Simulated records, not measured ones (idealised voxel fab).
The document below concerns the process module designated voxel lift off.
The width of the displayed cross-section, cut, is 155 nm; its cells are square, with a size of 5 nm.
Square cells in a grid make up a cross-section in this document, and the grid is given as bands, listed from the top down, each one or more rows of cells.
Band entry format. Leading values: height of top, height of bottom, nm. Remainder: materials in left-to-right order, each with its width in nm. Special words: "everywhere" on a single material, which then fills the band edge to edge; "blank", empty space.
Beneath 0, the wafer as received is one material, and that level is where height counting begins. The lowest band goes on downward without a bottom; it is written like "0..down".
With a width like "30 to 40", each row of cells in the band differs from the next by the same amount, the top row carrying the first number and the bottom row the second.
"everything unchanged" -> step changed no cross-section cell.
Listed in "Closed void list": every empty space of 8 or more cells without an open way to the top. Form: width x height at distance, the distance being from the left edge, all in nm.
Formally, on a step line, whatever follows the settings is a remark that the simulator itself makes on the step.
The setting "overlay nm" may be written on the line of a step. When the step uses a mask, the value reports how far to the right of the planned place the mask lay, and a negative value reports that it lay to the left.
Steps planned for the process
step 1: RECEIVE [material Si]
step 2: CONFORMAL_DEP [material SiO2] [thk nm 15]
step 3: PATTERN [tone open] [mask id LINES] [material resist] [width nm 15] [pitch nm 50] [thk nm 30] [overlay nm 0]
step 4: DIRECTIONAL_DEP [material Ru] [thk nm 15]
step 5: STRIP [etch materials resist]
step 6: CONFORMAL_DEP [material SiCN] [thk nm 10]
For clarity, it should be stated that the wafers under discussion commence in an identical condition and differ with respect to the width nm of step 3, the plan indicating the value that the first wafer had.
Received condition of the first of several wafers, sectioned: post-step 1
- 0..down = Si everywhere
- Closed void list: none
Cross-section of the first of several wafers, taken after step 6, where the module ends
- 40..30 = blank (10), then SiCN (35), then blank (15), then SiCN (35), then blank (15), then SiCN (35), then blank (10)
- 30..25 = blank (10), then SiCN (10), then Ru (15), then SiCN (10), then blank (15), then SiCN (10), then Ru (15), then SiCN (10), then blank (15), then SiCN (10), then Ru (15), then SiCN (10), then blank (10)
- 25..15 = SiCN (20), then Ru (15), then SiCN (35), then Ru (15), then SiCN (35), then Ru (15), then SiCN (20)
- 15..0 = SiO2 everywhere
- 0..down = Si everywhere
- Closed void list: none
Cross-section, module end, final of several wafers
- 40..30 = blank (5), then SiCN (45), then blank (5), then SiCN (45), then blank (5), then SiCN (45), then blank (5)
- 30..25 = blank (5), then SiCN (10), then Ru (25), then SiCN (10), then blank (5), then SiCN (10), then Ru (25), then SiCN (10), then blank (5), then SiCN (10), then Ru (25), then SiCN (10), then blank (5)
- 25..15 = SiCN (15), then Ru (25), then SiCN (25), then Ru (25), then SiCN (25), then Ru (25), then SiCN (15)
- 15..0 = SiO2 everywhere
- 0..down = Si everywhere
- Closed void list: none
Tabulated below, wafer by wafer, are the end-of-module results: for each material, the number of cells gained (+) or lost (-) relative to the as-received state, followed by the closed voids
width nm 15, +27 Ru, +98 SiCN, +93 SiO2, Closed void list: none
width nm 20, +36 Ru, +98 SiCN, +93 SiO2, Closed void list: none
width nm 25, +45 Ru, +98 SiCN, +93 SiO2, Closed void list: none
